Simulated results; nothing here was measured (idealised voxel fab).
Process module under the name voxel fin reveal
Square cells of 5 nm make up the cross-section cut, whose width is 150 nm.
Cross-sections here: square-cell grids, written as top-down lists of bands, a band being one or more rows of cells.
Band entry format. Leading values: height of top, height of bottom, nm. Remainder: materials in left-to-right order, each with its width in nm. Special words: "everywhere" on a single material, which then fills the band edge to edge; "blank", empty space.
Basically, 0 is our baseline, since under it the wafer straight out of the box is all one material. The bottom band has no lower end and keeps on going down, so it looks like "0 down".
With a width like "30->40", each row of cells in the band differs from the next by the same amount, the top row carrying the first number and the bottom row the second.
"left unchanged" -> step changed no cross-section cell.
Any empty space of 8 cells or more lacking an open way to the top shows up in "Trapped void list" as width x height at distance, distance from the left edge, in nm.
Formally, on a step line, whatever follows the settings is a remark that the simulator itself makes on the step.
For masked steps, "overlay nm" on the step line gives how far right of plan the mask actually lay; a minus sign means it lay to the left.
The process steps that were planned are listed below
step 1: RECEIVE (material Si)
step 2: CONFORMAL_DEP (material SiN; thk nm 10)
step 3: DIRECTIONAL_DEP (material aC; thk nm 10)
step 4: PATTERN (tone cover; mask id FINS; material resist; width nm 15; pitch nm 40; thk nm 25; overlay nm 0)
step 5: DIRECTIONAL_ETCH (etch materials aC; depth nm 10)
step 6: STRIP (etch materials resist)
step 7: DIRECTIONAL_ETCH (etch materials SiN; depth nm 10)
step 8: DIRECTIONAL_ETCH (etch materials Si; depth nm 40)
step 9: STRIP (etch materials aC)
step 10: FILL_DEP (material SiO2; thk nm 5)
step 11: CMP (height nm 10)
step 12: SELECTIVE_ETCH (etch materials SiO2; depth nm 25)
step 13: STRIP (etch materials SiN)
As-received wafer cross-section (after step 1)
0 down = Si everywhere
Trapped void list: none
Result of the module, cross-sectioned: start per above, plan per above, one error in how it was run
0 to -15 = blank 50, Si 15, blank 25, Si 15, blank 45
-15 to -40 = SiO2 50, Si 15, SiO2 25, Si 15, SiO2 45
-40 down = Si everywhere
Trapped void list: none
Which mistake was made when the wafer was run? step 4 did not use the planned setting and instead ran as PATTERN (tone cover; mask id FINS; material resist; width nm 15; pitch nm 40; thk nm 25; overlay nm 5)
